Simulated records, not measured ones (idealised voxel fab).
process module | voxel ribs on slabs
Section cut is 265 nm wide and gridded with 5 nm square cells.
Heads up, the way a cross-section reads in here is a grid of square cells, handed over as bands from the top down, with every band being one or more rows of cells. Top height, bottom height, nm. Materials left to right, width each, nm. Single material + "all across" = fills band edge to edge. "empty" = empty. Heights are measured from 0, the level below which the as-received wafer is all one material; the lowest band has no bottom and continues downward, written as in "0 nm and below". The notation "30 to 40" denotes a width that varies across the rows of cells in the band, beginning at the first number in the top row, finishing at the second number in the bottom row, and changing by an identical amount from each row to the next. The cross-section has no changed cell in any step marked "no alterations made". Entry "Completely enclosed voids". Content: empty spaces with no open connection to the top, size 8 cells or greater. Each: width x height at distance. Distance: from left edge. Unit: nm. That trailing text on a step's line, after the settings, is the simulator's own remark on the step. A step line may carry the setting "overlay nm", which, for steps involving a mask, states the distance by which the mask lay to the right of its intended position; negative values denote displacement to the left.
### Set out below are the planned steps of the process
1) RECEIVE [material Si]
2) DIRECTIONAL_DEP [material SiO2] [thk nm 30]
3) DIRECTIONAL_DEP [material polySi] [thk nm 20]
4) DIRECTIONAL_DEP [material aC] [thk nm 10]
5) PATTERN [tone cover] [mask id RIB] [material resist] [width nm 25] [thk nm 25] [overlay nm 0]
6) DIRECTIONAL_ETCH [etch materials aC] [depth nm 10]
7) STRIP [etch materials resist]
8) DIRECTIONAL_ETCH [etch materials polySi] [depth nm 10]
9) STRIP [etch materials aC]
10) MASKED_ETCH [tone cover] [mask id SLAB] [width nm 85] [etch materials polySi] [depth nm 10] [overlay nm 0]
11) FILL_DEP [material SiO2] [thk nm 30]
12) CMP [height nm 70]
13) DIRECTIONAL_DEP [material TiN] [thk nm 5]
14) DIRECTIONAL_DEP [material aC] [thk nm 10]
15) PATTERN [tone cover] [mask id HEATER] [material resist] [width nm 35] [thk nm 30] [overlay nm 0]
16) DIRECTIONAL_ETCH [etch materials aC] [depth nm 10]
17) STRIP [etch materials resist]
18) DIRECTIONAL_ETCH [etch materials TiN] [depth nm 5]
19) STRIP [etch materials aC]
20) CONFORMAL_DEP [material SiN] [thk nm 5]
### First of two wafers, with the run carried out as planned
### Cross-section of the wafer at receipt, which is the condition after step 1
- 0 nm and below  Si all across
- Completely enclosed voids: none
### Upon completion of step 2, the wafer appears in cross-section as shown
- 30 nm to 0 nm  SiO2 all across
- Under the height 0 nothing was changed.
### Upon completion of step 3, the wafer appears in cross-section as shown
- 50 nm to 30 nm  polySi all across
- Under the height 30 nothing was changed.
### Upon completion of step 4, the wafer appears in cross-section as shown
- 60 nm to 50 nm  aC all across
- Under the height 50 nothing was changed.
### Upon completion of step 5, the wafer appears in cross-section as shown
- 85 nm to 60 nm  empty (120), resist (25), empty (120)
- Under the height 60 nothing was changed.
### Upon completion of step 6, the wafer appears in cross-section as shown
- 75 nm to 60 nm  empty (120), resist (25), empty (120)
- 60 nm to 50 nm  empty (120), aC (25), empty (120)
- Under the height 50 nothing was changed.
### Upon completion of step 7, the wafer appears in cross-section as shown
- 60 nm to 50 nm  empty (120), aC (25), empty (120)
- Under the height 50 nothing was changed.
### Upon completion of step 8, the wafer appears in cross-section as shown
- 60 nm to 50 nm  empty (120), aC (25), empty (120)
- 50 nm to 40 nm  empty (120), polySi (25), empty (120)
- Under the height 40 nothing was changed.
### Upon completion of step 9, the wafer appears in cross-section as shown
- 50 nm to 40 nm  empty (120), polySi (25), empty (120)
- Under the height 40 nothing was changed.
### Upon completion of step 10, the wafer appears in cross-section as shown
- 50 nm to 40 nm  empty (120), polySi (25), empty (120)
- 40 nm to 30 nm  empty (90), polySi (85), empty (90)
- Under the height 30 nothing was changed.
### Upon completion of step 11, the wafer appears in cross-section as shown
- 80 nm to 50 nm  SiO2 all across
- 50 nm to 40 nm  SiO2 (120), polySi (25), SiO2 (120)
- 40 nm to 30 nm  SiO2 (90), polySi (85), SiO2 (90)
- Under the height 30 nothing was changed.
### Upon completion of step 12, the wafer appears in cross-section as shown
- 70 nm to 50 nm  SiO2 all across
- Under the height 50 nothing was changed.
### Upon completion of step 13, the wafer appears in cross-section as shown
- 75 nm to 70 nm  TiN all across
- Under the height 70 nothing was changed.
### Upon completion of step 14, the wafer appears in cross-section as shown
- 85 nm to 75 nm  aC all across
- Under the height 75 nothing was changed.
### Upon completion of step 15, the wafer appears in cross-section as shown
- 115 nm to 85 nm  empty (115), resist (35), empty (115)
- Under the height 85 nothing was changed.
### Upon completion of step 16, the wafer appears in cross-section as shown
- 105 nm to 85 nm  empty (115), resist (35), empty (115)
- 85 nm to 75 nm  empty (115), aC (35), empty (115)
- Under the height 75 nothing was changed.
### Upon completion of step 17, the wafer appears in cross-section as shown
- 85 nm to 75 nm  empty (115), aC (35), empty (115)
- Under the height 75 nothing was changed.
### Upon completion of step 18, the wafer appears in cross-section as shown
- 85 nm to 75 nm  empty (115), aC (35), empty (115)
- 75 nm to 70 nm  empty (115), TiN (35), empty (115)
- Under the height 70 nothing was changed.
### Upon completion of step 19, the wafer appears in cross-section as shown
- 75 nm to 70 nm  empty (115), TiN (35), empty (115)
- Under the height 70 nothing was changed.
### Upon completion of step 20, the wafer appears in cross-section as shown
- 80 nm to 75 nm  empty (110), SiN (45), empty (110)
- 75 nm to 70 nm  SiN (115), TiN (35), SiN (115)
- Under the height 70 nothing was changed.
### Here the second wafer is described. Its start and its plan were those of the first wafer. Its run contained one mistake. Up to and including step 4, it did exactly what the first wafer did
### Cross-sectional view of the second wafer at the intended end time of process step 5
- 85 nm to 60 nm  empty (130), resist (25), empty (110)
- Under the height 60 nothing was changed.
### Cross-sectional view of the second wafer at the intended end time of process step 6
- 75 nm to 60 nm  empty (130), resist (25), empty (110)
- 60 nm to 50 nm  empty (130), aC (25), empty (110)
- Under the height 50 nothing was changed.
### Cross-sectional view of the second wafer at the intended end time of process step 7
- 60 nm to 50 nm  empty (130), aC (25), empty (110)
- Under the height 50 nothing was changed.
### Cross-sectional view of the second wafer at the intended end time of process step 8
- 60 nm to 50 nm  empty (130), aC (25), empty (110)
- 50 nm to 40 nm  empty (130), polySi (25), empty (110)
- Under the height 40 nothing was changed.
### Cross-sectional view of the second wafer at the intended end time of process step 9
- 50 nm to 40 nm  empty (130), polySi (25), empty (110)
- Under the height 40 nothing was changed.
### Cross-sectional view of the second wafer at the intended end time of process step 10
- 50 nm to 40 nm  empty (130), polySi (25), empty (110)
- 40 nm to 30 nm  empty (90), polySi (85), empty (90)
- Under the height 30 nothing was changed.
### Cross-sectional view of the second wafer at the intended end time of process step 11
- 80 nm to 50 nm  SiO2 all across
- 50 nm to 40 nm  SiO2 (130), polySi (25), SiO2 (110)
- 40 nm to 30 nm  SiO2 (90), polySi (85), SiO2 (90)
- Under the height 30 nothing was changed.
### Cross-sectional view of the second wafer at the intended end time of process step 12
- 70 nm to 50 nm  SiO2 all across
- Under the height 50 nothing was changed.
### Cross-sectional view of the second wafer at the intended end time of process step 13
- 75 nm to 70 nm  TiN all across
- Under the height 70 nothing was changed.
### Cross-sectional view of the second wafer at the intended end time of process step 14
- 85 nm to 75 nm  aC all across
- Under the height 75 nothing was changed.
### Cross-sectional view of the second wafer at the intended end time of process step 15
- 115 nm to 85 nm  empty (115), resist (35), empty (115)
- Under the height 85 nothing was changed.
### Cross-sectional view of the second wafer at the intended end time of process step 16
- 105 nm to 85 nm  empty (115), resist (35), empty (115)
- 85 nm to 75 nm  empty (115), aC (35), empty (115)
- Under the height 75 nothing was changed.
### Cross-sectional view of the second wafer at the intended end time of process step 17
- 85 nm to 75 nm  empty (115), aC (35), empty (115)
- Under the height 75 nothing was changed.
### Cross-sectional view of the second wafer at the intended end time of process step 18
- 85 nm to 75 nm  empty (115), aC (35), empty (115)
- 75 nm to 70 nm  empty (115), TiN (35), empty (115)
- Under the height 70 nothing was changed.
### Cross-sectional view of the second wafer at the intended end time of process step 19
- 75 nm to 70 nm  empty (115), TiN (35), empty (115)
- Under the height 70 nothing was changed.
### Cross-sectional view of the second wafer at the intended end time of process step 20
- 80 nm to 75 nm  empty (110), SiN (45), empty (110)
- 75 nm to 70 nm  SiN (115), TiN (35), SiN (115)
- Under the height 70 nothing was changed.
So what did we get wrong on this run? step 5, actual vs plan mismatch, actual run PATTERN [tone cover] [mask id RIB] [material resist] [width nm 25] [thk nm 25] [overlay nm 10]
At the close, every material occupies the same number of cells on the second wafer as on the first, only in different positions.
